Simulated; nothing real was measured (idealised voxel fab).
voxel spacer lines: a process module
It is cross-section cut that appears here, measuring 200 nm in width, its square cells being 5 nm in size.
Heads up, the way a cross-section reads in here is a grid of square cells, handed over as bands from the top down, with every band being one or more rows of cells.
The entry gives the band's vertical extent as a top height and a bottom height in nm, then its horizontal make-up as materials from left to right, each with a width in nm. "blank" stands for empty space; a single material marked "edge to edge" fills the band edge to edge.
Heights from 0 (as-received wafer is one material below). Bottom band endless downward, as "top 0, no bottom".
With a width like "30..40", each row of cells in the band differs from the next by the same amount, the top row carrying the first number and the bottom row the second.
Where a step carries "identical to before", the cross-section came out of it unchanged, cell for cell.
Entry "Sealed voids". Content: empty spaces with no open connection to the top, size 8 cells or greater. Each: width x height at distance. Distance: from left edge. Unit: nm.
If you see something after the settings on a step's line, that's the simulator's own remark about that step.
overlay nm: on a step with a mask, how far right of its planned place the mask lay; negative means left.
# Planned step list for the process
1: RECEIVE: material Si
2: CONFORMAL_DEP: material Al2O3, thk nm 5
3: DIRECTIONAL_DEP: material TiN, thk nm 20
4: DIRECTIONAL_DEP: material polySi, thk nm 20
5: PATTERN: tone cover, mask id MANDREL, material resist, width nm 20, pitch nm 70, thk nm 25, overlay nm 0
6: DIRECTIONAL_ETCH: etch materials polySi, depth nm 20
7: STRIP: etch materials resist
8: CONFORMAL_DEP: material SiO2, thk nm 15
9: DIRECTIONAL_ETCH: etch materials SiO2, depth nm 15
10: STRIP: etch materials polySi
11: DIRECTIONAL_ETCH: etch materials TiN, depth nm 20
12: STRIP: etch materials SiO2
# Wafer as received: cross-section following step 1
  top 0, no bottom | Si edge to edge
  Sealed voids: none
# One mistake in running the module, otherwise start and plan as above: cross-section at the end
  top 25, bottom 5 | 40 nm blank  15 nm TiN  25 nm blank  15 nm TiN  15 nm blank  15 nm TiN  25 nm blank  15 nm TiN  35 nm blank
  top 5, bottom 0 | Al2O3 edge to edge
  top 0, no bottom | Si edge to edge
  Sealed voids: none
Where did the run depart from the plan? step 5 did not happen as planned, as run it was PATTERN: tone cover, mask id MANDREL, material resist, width nm 25, pitch nm 70, thk nm 25, overlay nm 0
